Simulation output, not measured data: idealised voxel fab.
The document below concerns the process module designated voxel capacitor over wiring.
Section shown: cut. Width: 300 nm. Cell size: 5 nm, square.
Cross-sections here: square-cell grids, written as top-down lists of bands, a band being one or more rows of cells. A band entry consists of two parts. The first gives the height of the band's top and the height of its bottom, in nm. The rest lists the band's materials from left to right, each with its width in nm. A single material labelled with the word "all across" fills the band from edge to edge, and the word "air" marks empty space. Heights are measured from 0, the level below which the as-received wafer is all one material; the lowest band has no bottom and continues downward, written as in "0..down". You'd read "30 to 40" like this: the band's top row of cells is as wide as the first number, its bottom row is as wide as the second, and going down, every row changes width by the same amount as the row before did. It should be understood that the words "changes: none", when stated for a given step, signify that the cross-section underwent no change in any of its cells during that step. You'll see "Sealed voids" listing empty spaces that have no way open to the top, as long as they're 8 cells or more; the notation is width x height at distance, where the distance is from the left edge, and all of it is in nm. The remark found on a step's line after its settings is issued by the simulator itself and pertains to that step. overlay nm: how far to the right of its planned place the mask lay on this masked step (negative: to the left).
**plan**
step 1: RECEIVE (material Si)
step 2: CONFORMAL_DEP (material SiO2; thk nm 10)
step 3: DIRECTIONAL_DEP (material TiN; thk nm 5)
step 4: DIRECTIONAL_DEP (material W; thk nm 25)
step 5: PATTERN (tone cover; mask id METAL_1; material resist; width nm 20; pitch nm 85; thk nm 20; overlay nm 0)
step 6: DIRECTIONAL_ETCH (etch materials W; depth nm 25)
step 7: DIRECTIONAL_ETCH (etch materials TiN; depth nm 5)
step 8: STRIP (etch materials resist)
step 9: FILL_DEP (material SiO2; thk nm 10)
step 10: CMP (height nm 40)
step 11: CONFORMAL_DEP (material SiCN; thk nm 5)
step 12: DIRECTIONAL_DEP (material SiO2; thk nm 20)
step 13: DIRECTIONAL_DEP (material aC; thk nm 15)
step 14: PATTERN (tone open; mask id PLUG_1; material resist; width nm 15; thk nm 35; overlay nm 0)
step 15: DIRECTIONAL_ETCH (etch materials aC; depth nm 15)
step 16: STRIP (etch materials resist)
step 17: DIRECTIONAL_ETCH (etch materials SiO2; depth nm 20)
step 18: DIRECTIONAL_ETCH (etch materials SiCN; depth nm 5)
step 19: STRIP (etch materials aC)
step 20: CONFORMAL_DEP (material TiN; thk nm 5)
step 21: FILL_DEP (material Cu; thk nm 10)
step 22: CMP (height nm 65)
step 23: DIRECTIONAL_DEP (material TiN; thk nm 10)
step 24: DIRECTIONAL_DEP (material Al2O3; thk nm 5)
step 25: DIRECTIONAL_DEP (material TiN; thk nm 5)
step 26: DIRECTIONAL_DEP (material aC; thk nm 10)
step 27: PATTERN (tone cover; mask id UPPER_PLATE; material resist; width nm 70; thk nm 30; overlay nm 0)
step 28: DIRECTIONAL_ETCH (etch materials aC; depth nm 10)
step 29: STRIP (etch materials resist)
step 30: DIRECTIONAL_ETCH (etch materials TiN; depth nm 5)
step 31: DIRECTIONAL_ETCH (etch materials Al2O3; depth nm 5)
step 32: STRIP (etch materials aC)
step 33: DIRECTIONAL_DEP (material aC; thk nm 10)
step 34: PATTERN (tone cover; mask id LOWER_PLATE; material resist; width nm 80; thk nm 30; overlay nm 0)
step 35: DIRECTIONAL_ETCH (etch materials aC; depth nm 10)
step 36: STRIP (etch materials resist)
step 37: DIRECTIONAL_ETCH (etch materials TiN; depth nm 10)
step 38: STRIP (etch materials aC)
step 39: FILL_DEP (material SiO2; thk nm 20)
step 40: CMP (height nm 100)
step 41: PATTERN (tone open; mask id PLUG_2; material resist; width nm 15; thk nm 15; overlay nm 0)
step 42: DIRECTIONAL_ETCH (etch materials SiO2; depth nm 15)
step 43: STRIP (etch materials resist)
step 44: CONFORMAL_DEP (material TiN; thk nm 5)
step 45: FILL_DEP (material W; thk nm 10)
step 46: CMP (height nm 100)
step 47: CONFORMAL_DEP (material SiCN; thk nm 5)
**Cross-section: wafer on arrival = after step 1**
0..down: Si all across
Sealed voids: none
**Cross-section taken at module completion on the first of two wafers; processed per the plan**
105..100: SiCN all across
100..90: SiO2 (110)  TiN (5)  W (5)  TiN (5)  SiO2 (175)
90..80: SiO2 (110 to 100)  TiN (15 to 70)  SiO2 (175 to 130)
80..75: SiO2 (100)  Al2O3 (70)  SiO2 (130)
75..65: SiO2 (95)  TiN (80)  SiO2 (125)
65..45: SiO2 (100)  TiN (5)  Cu (5)  TiN (5)  SiO2 (185)
45..40: SiCN (100)  TiN (15)  SiCN (185)
40..15: SiO2 (95)  W (20)  SiO2 (65)  W (20)  SiO2 (100)
15..10: SiO2 (95)  TiN (20)  SiO2 (65)  TiN (20)  SiO2 (100)
10..0: SiO2 all across
0..down: Si all across
Sealed voids: none
**Wafer two (of two), end-of-module cross-section: start = wafer one, plan = wafer one, one run mistake**
105..100: SiCN all across
100..90: SiO2 (110)  TiN (5)  W (5)  TiN (5)  SiO2 (175)
90..80: SiO2 (110 to 100)  TiN (15 to 70)  SiO2 (175 to 130)
80..75: SiO2 (100)  Al2O3 (70)  SiO2 (130)
75..65: SiO2 (95)  TiN (85)  SiO2 (120)
65..45: SiO2 (100)  TiN (5)  Cu (5)  TiN (5)  SiO2 (185)
45..40: SiCN (100)  TiN (15)  SiCN (185)
40..15: SiO2 (95)  W (20)  SiO2 (65)  W (20)  SiO2 (100)
15..10: SiO2 (95)  TiN (20)  SiO2 (65)  TiN (20)  SiO2 (100)
10..0: SiO2 all across
0..down: Si all across
Sealed voids: none
What broke from the plan during processing? step 34 ran as: PATTERN (tone cover; mask id LOWER_PLATE; material resist; width nm 85; thk nm 30; overlay nm 0)
Final comparison by cell count, materials where the second wafer has more or fewer than the first: SiO2 -2 | TiN +2
